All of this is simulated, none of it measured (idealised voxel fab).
You're looking at the process module voxel local oxidation.
Cross-section cut: width 265 nm, square cells of 5 nm.
Cross-section = grid of square cells, listed top down in bands; band = one or more rows. What a band's entry tells you: where the top is and where the bottom is, as heights in nm, and after that what lies inside, material by material from left to right, each with its width in nm. Empty space is written as the word "empty", and a single material marked with the word "edge to edge" occupies the band from edge to edge. Beneath 0, the wafer as received is one material, and that level is where height counting begins. The lowest band goes on downward without a bottom; it is written like "0..down". Width spec "30->40" -> top row of cells at first value, bottom row at second value, equal per-row change in between. For the purposes of this document, the phrase "nothing got changed" attached to a step denotes that no cell within the cross-section was modified by that step. "Non-vented voids": sealed empty spaces, 8 cells or more, no open way to top, listed width x height at distance, with distance from the left edge and width, height and distance in nm. That trailing text on a step's line, after the settings, is the simulator's own remark on the step. "overlay nm" denotes, for a step that has a mask, the displacement of the mask to the right of its planned place, with negative values corresponding to the left.
Listed below are the process steps as planned
1. RECEIVE (material Si)
2. OXIDIZE (depth nm 5)
3. CONFORMAL_DEP (material SiN; thk nm 15)
4. MASKED_ETCH (tone cover; mask id ACTIVE; width nm 100; etch materials SiN; depth nm 15; overlay nm 0)
5. SELECTIVE_ETCH (etch materials SiO2; depth nm 5)
6. OXIDIZE (depth nm 10)
7. STRIP (etch materials SiN)
Wafer at receipt (post step 1), cross-section
> 0..down: Si edge to edge
> Non-vented voids: none
Cross-section: first of two wafers, module finished, run according to plan
> 0..-5: 85 of empty, 90 of SiO2, 90 of empty
> -5..-15: 95 of SiO2, 70 of Si, 100 of SiO2
> -15..down: Si edge to edge
> Non-vented voids: none
Wafer two, sectioned after the module: the first wafer's start, the first wafer's plan, and one mistake in how it was run
> 0..-5: 85 of empty, 95 of SiO2, 85 of empty
> -5..-15: 95 of SiO2, 75 of Si, 95 of SiO2
> -15..down: Si edge to edge
> Non-vented voids: none
Which mistake was made when the wafer was run? step 4 off recipe, ran as MASKED_ETCH (tone cover; mask id ACTIVE; width nm 105; etch materials SiN; depth nm 15; overlay nm 0)
Counted in cells at the end, the second wafer holds more or fewer of these materials than the first: Si: 2 more | SiO2: 1 fewer
